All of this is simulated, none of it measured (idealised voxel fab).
Process module name: voxel transistor to metal
The figure presents cross-section cut, which has a width of 285 nm and is divided into square cells with an edge length of 5 nm.
Cross-section, as written here: a square-cell grid given band by band from the top down, where a band holds one or more rows of cells.
Within each band entry, the heights of the top and of the bottom of the band appear first, in that order and in nm; the materials of the band then follow from left to right, each with its corresponding width in nm. The designation "all across" on a single material indicates that it fills the band from edge to edge; the designation "air" indicates empty space.
We count height from 0. Below that, the starting wafer is all one material. The lowest band never ends at the bottom but goes on down; see "z 0 and below" for how that is written.
With a width like "30->40", each row of cells in the band differs from the next by the same amount, the top row carrying the first number and the bottom row the second.
The cross-section has no changed cell in any step marked "nothing altered".
Heads up: "Sealed internal cavities" only lists the empty pockets with no open path to the top that are 8 cells or more, and it writes them as width x height at distance, distance from the left edge, in nm.
What comes after the settings on a step's line is commentary from the simulator itself on that step.
overlay nm: for a step with a mask, the amount by which the mask lay right of where it was planned; a negative amount means left of it.

## Process steps foreseen in the plan
1: RECEIVE [material Si]
2: CONFORMAL_DEP [material SiO2] [thk nm 5]
3: CONFORMAL_DEP [material SiN] [thk nm 10]
4: PATTERN [tone cover] [mask id ACTIVE] [material resist] [width nm 115] [pitch nm 140] [thk nm 15] [overlay nm 0]
5: DIRECTIONAL_ETCH [etch materials SiN] [depth nm 10]
6: DIRECTIONAL_ETCH [etch materials SiO2] [depth nm 5]
7: DIRECTIONAL_ETCH [etch materials Si] [depth nm 25]
8: STRIP [etch materials resist]
9: OXIDIZE [depth nm 5]
10: FILL_DEP [material SiO2] [thk nm 5]
11: CMP [height nm 15]
12: SELECTIVE_ETCH [etch materials SiO2] [depth nm 5]
13: STRIP [etch materials SiN]
14: SELECTIVE_ETCH [etch materials SiO2] [depth nm 5]
15: OXIDIZE [depth nm 5]
16: DIRECTIONAL_DEP [material polySi] [thk nm 25]
17: DIRECTIONAL_DEP [material SiCN] [thk nm 10]
18: PATTERN [tone cover] [mask id GATE] [material resist] [width nm 25] [pitch nm 140] [thk nm 20] [overlay nm 0]
19: DIRECTIONAL_ETCH [etch materials SiCN] [depth nm 20]
20: DIRECTIONAL_ETCH [etch materials polySi] [depth nm 35]
21: STRIP [etch materials resist]
22: CONFORMAL_DEP [material SiO2] [thk nm 5]
23: DIRECTIONAL_ETCH [etch materials SiO2] [depth nm 5]
24: CONFORMAL_DEP [material SiN] [thk nm 10]
25: DIRECTIONAL_ETCH [etch materials SiN] [depth nm 10]
26: DIRECTIONAL_ETCH [etch materials SiO2] [depth nm 5]
27: DIRECTIONAL_ETCH [etch materials Si] [depth nm 5]
28: EPI [material nSi] [thk nm 5]
29: FILL_DEP [material SiO2] [thk nm 5]
30: CMP [height nm 35]
31: DIRECTIONAL_DEP [material SiO2] [thk nm 10]
32: DIRECTIONAL_DEP [material aC] [thk nm 10]
33: PATTERN [tone open] [mask id CONTACT] [material resist] [width nm 35] [pitch nm 70] [thk nm 30] [overlay nm -5]
34: DIRECTIONAL_ETCH [etch materials aC] [depth nm 10]
35: STRIP [etch materials resist]
36: DIRECTIONAL_ETCH [etch materials SiO2] [depth nm 50]
37: STRIP [etch materials aC]
38: CONFORMAL_DEP [material TiN] [thk nm 5]
39: FILL_DEP [material W] [thk nm 5]
40: CMP [height nm 45]
41: DIRECTIONAL_DEP [material TiN] [thk nm 5]
42: DIRECTIONAL_DEP [material W] [thk nm 25]
43: PATTERN [tone cover] [mask id METAL_1] [material resist] [width nm 20] [thk nm 15] [overlay nm 0]
44: DIRECTIONAL_ETCH [etch materials W] [depth nm 25]
45: DIRECTIONAL_ETCH [etch materials TiN] [depth nm 5]
46: STRIP [etch materials resist]
47: CONFORMAL_DEP [material SiN] [thk nm 5]
48: FILL_DEP [material SiO2] [thk nm 10]
49: CMP [height nm 75]
50: CONFORMAL_DEP [material SiCN] [thk nm 5]
It is noted that the wafers described herein are identical at the outset and are distinguished by the overlay nm of step 33; the value stated in the plan corresponds to the first wafer.

## So this is the first of several wafers, cross-sectioned as it came to us, meaning it's at the end of step 1
- z 0 and below  Si all across
- Sealed internal cavities: none

## What follows is a table in which each wafer occupies a row; for the wafer as it stands at the close of the module, the row states, material by material, how many cells have been gained (+) or lost (-) since receipt, and then gives its closed voids
overlay nm -5 | -148 Si | +77 SiCN | +145 SiN | +452 SiO2 | +132 TiN | +180 W | +24 nSi | +50 polySi | Sealed internal cavities: none
overlay nm 0 | -148 Si | +77 SiCN | +145 SiN | +468 SiO2 | +116 TiN | +180 W | +24 nSi | +50 polySi | Sealed internal cavities: none
overlay nm 5 | -148 Si | +77 SiCN | +145 SiN | +452 SiO2 | +132 TiN | +180 W | +24 nSi | +50 polySi | Sealed internal cavities: none
